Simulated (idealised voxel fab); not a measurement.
Process module heading - voxel lift off
For reference, the cross-section in this document is cut, with width 165 nm and square cells of 5 nm.
Format of a cross-section: grid, square cells. Given as bands. Order: top down. Band: one or more rows of cells.
Look at the band entry: it leads with the top's height and the bottom's height in nm. Then it lists the materials left to right, with a width in nm for each. The word "full width" on a single material says that material fills the band edge to edge. The word "empty" is empty space.
Below 0: as-received wafer, all one material; heights counted from there. Lowest band: no bottom, goes on down, written "top 0, no bottom".
Width spec "30 to 40" -> top row of cells at first value, bottom row at second value, equal per-row change in between.
For the purposes of this document, the phrase "no modification" attached to a step denotes that no cell within the cross-section was modified by that step.
You'll see "Fully closed voids" listing empty spaces that have no way open to the top, as long as they're 8 cells or more; the notation is width x height at distance, where the distance is from the left edge, and all of it is in nm.
It should be noted that, on the line of a given step, the content following the step's settings is a remark produced by the simulator itself with respect to that step.
"overlay nm", when on a step's line for a step with a mask, measures how far to the right of its planned place the mask lay; a negative measure means to the left.
List of planned process steps
1. RECEIVE | material Si
2. CONFORMAL_DEP | material SiO2 | thk nm 10
3. PATTERN | tone open | mask id LINES | material resist | width nm 15 | pitch nm 30 | thk nm 25 | overlay nm 0
4. DIRECTIONAL_DEP | material Ru | thk nm 15
5. STRIP | etch materials resist
6. CONFORMAL_DEP | material SiO2 | thk nm 5
Shown in cross-section is the wafer as received, that is, as it stands after step 1
	top 0, no bottom: Si full width
	Fully closed voids: none
Run as planned - first of the two wafers cross-sectioned at the end of the module
	top 30, bottom 25: empty 25 nm; SiO2 25 nm; empty 5 nm; SiO2 25 nm; empty 5 nm; SiO2 25 nm; empty 5 nm; SiO2 25 nm; empty 25 nm
	top 25, bottom 15: empty 25 nm; SiO2 5 nm; Ru 15 nm; SiO2 5 nm; empty 5 nm; SiO2 5 nm; Ru 15 nm; SiO2 5 nm; empty 5 nm; SiO2 5 nm; Ru 15 nm; SiO2 5 nm; empty 5 nm; SiO2 5 nm; Ru 15 nm; SiO2 5 nm; empty 25 nm
	top 15, bottom 10: SiO2 30 nm; Ru 15 nm; SiO2 15 nm; Ru 15 nm; SiO2 15 nm; Ru 15 nm; SiO2 15 nm; Ru 15 nm; SiO2 30 nm
	top 10, bottom 0: SiO2 full width
	top 0, no bottom: Si full width
	Fully closed voids: none
Module end: cross-section of wafer two of two. Same start and process plan as the first wafer. One mistake during execution
	top 30, bottom 25: empty 20 nm; SiO2 25 nm; empty 5 nm; SiO2 25 nm; empty 5 nm; SiO2 25 nm; empty 5 nm; SiO2 25 nm; empty 30 nm
	top 25, bottom 15: empty 20 nm; SiO2 5 nm; Ru 15 nm; SiO2 5 nm; empty 5 nm; SiO2 5 nm; Ru 15 nm; SiO2 5 nm; empty 5 nm; SiO2 5 nm; Ru 15 nm; SiO2 5 nm; empty 5 nm; SiO2 5 nm; Ru 15 nm; SiO2 5 nm; empty 30 nm
	top 15, bottom 10: SiO2 25 nm; Ru 15 nm; SiO2 15 nm; Ru 15 nm; SiO2 15 nm; Ru 15 nm; SiO2 15 nm; Ru 15 nm; SiO2 35 nm
	top 10, bottom 0: SiO2 full width
	top 0, no bottom: Si full width
	Fully closed voids: none
Short version of what went wrong: heads up, step 3 didn't go per plan, it actually ran as PATTERN | tone open | mask id LINES | material resist | width nm 15 | pitch nm 30 | thk nm 25 | overlay nm -5
Matching per-material cell counts, mismatched positions: that is how the second wafer compares with the first at the end.
